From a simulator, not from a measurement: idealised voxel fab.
This is a process module. Its name is voxel air gaps.
We display cut, a cross-section 245 nm in width whose square cells are each 5 nm.
Format of a cross-section: grid, square cells. Given as bands. Order: top down. Band: one or more rows of cells.
Heads up on the band format: heights come first, top then bottom, in nm. After that it's the materials left to right, each with its width in nm. A single material flagged "edge to edge" fills the whole band edge to edge, and "empty" means there's empty space there.
All heights in this document are referenced to 0, defined as the level beneath which the wafer, as received, consists entirely of one material. The lowest band is not bounded below; it extends indefinitely downward and is written in the form "0 and below".
Graded width ("30 to 40"): value in top row of band = first number; value in bottom row = second number; row-to-row change constant.
Any step labelled "same as before" changed none of the cells in the cross-section.
If an empty space has no open way to the top and is at least 8 cells in size, "Closed void table" lists it, written width x height at distance, where distance is measured from the left edge and every value is in nm.
Anything after a step's settings on that line? It's the simulator's own note about the step.
overlay nm: right-of-plan distance of the mask on a masked step; negative values mean left-of-plan.
Everything after this point is organized in pairs: a cross-section before one process step, a cross-section after it that shows only as deep as the lowest changed band, and, under the pair, the intervening step with its settings. Because different runs of this module on the same starting wafer can supply different pairs, a pair continues from the pair above it only if its entry headed "Prior to step" says so.

Prior to step:
65 down to 60 = W edge to edge
60 down to 55 = W 50, TiN 35, W 20, TiN 35, W 20, TiN 35, W 50
55 down to 25 = W 50, TiN 5, lowk 25, TiN 5, W 20, TiN 5, lowk 25, TiN 5, W 20, TiN 5, lowk 25, TiN 5, W 50
25 down to 20 = TiN 55, lowk 25, TiN 30, lowk 25, TiN 30, lowk 25, TiN 55
20 down to 15 = SiCN edge to edge
15 down to 0 = SiO2 edge to edge
0 and below = Si edge to edge
Closed void table: none

Post-Step Section View:
55 down to 25 = W 50, TiN 5, lowk 25, TiN 5, W 20, TiN 5, lowk 25, TiN 5, W 20, TiN 5, lowk 25, TiN 5, W 50
No changes below 25.
Closed void table: none
Step sandwiched between the two cross-sections above: CMP [height nm 55]

Prior to step: carried over from the after image of the pair right above.

Post-Step Section View:
65 down to 55 = Ru 65, empty 5, Ru 50, empty 5, Ru 50, empty 5, Ru 65
No changes below 55.
Closed void table: none
Step sandwiched between the two cross-sections above: EPI [material Ru] [thk nm 10]

Prior to step: carried over from the after image of the pair right above.

Post-Step Section View:
65 down to 55 = Ru 65, empty 5, Ru 50, empty 5, Ru 50, empty 5, Ru 65
55 down to 25 = W 50, TiN 5, empty 25, TiN 5, W 20, TiN 5, empty 25, TiN 5, W 20, TiN 5, empty 25, TiN 5, W 50
25 down to 20 = TiN 55, empty 25, TiN 30, empty 25, TiN 30, empty 25, TiN 55
No changes below 20.
Closed void table: none
Step sandwiched between the two cross-sections above: SELECTIVE_ETCH [etch materials lowk] [depth nm 45]

Prior to step: carried over from the after image of the pair right above.

Post-Step Section View:
70 down to 65 = SiCN edge to edge
65 down to 55 = Ru 65, SiCN 5, Ru 50, SiCN 5, Ru 50, SiCN 5, Ru 65
55 down to 50 = W 50, TiN 5, SiCN 25, TiN 5, W 20, TiN 5, SiCN 25, TiN 5, W 20, TiN 5, SiCN 25, TiN 5, W 50
50 down to 25 = W 50, TiN 5, SiCN 5, empty 15, SiCN 5, TiN 5, W 20, TiN 5, SiCN 5, empty 15, SiCN 5, TiN 5, W 20, TiN 5, SiCN 5, empty 15, SiCN 5, TiN 5, W 50
25 down to 20 = TiN 55, SiCN 25, TiN 30, SiCN 25, TiN 30, SiCN 25, TiN 55
No changes below 20.
Closed void table: 15 x 25 at 60; 15 x 25 at 115; 15 x 25 at 170
Step sandwiched between the two cross-sections above: CONFORMAL_DEP [material SiCN] [thk nm 5]
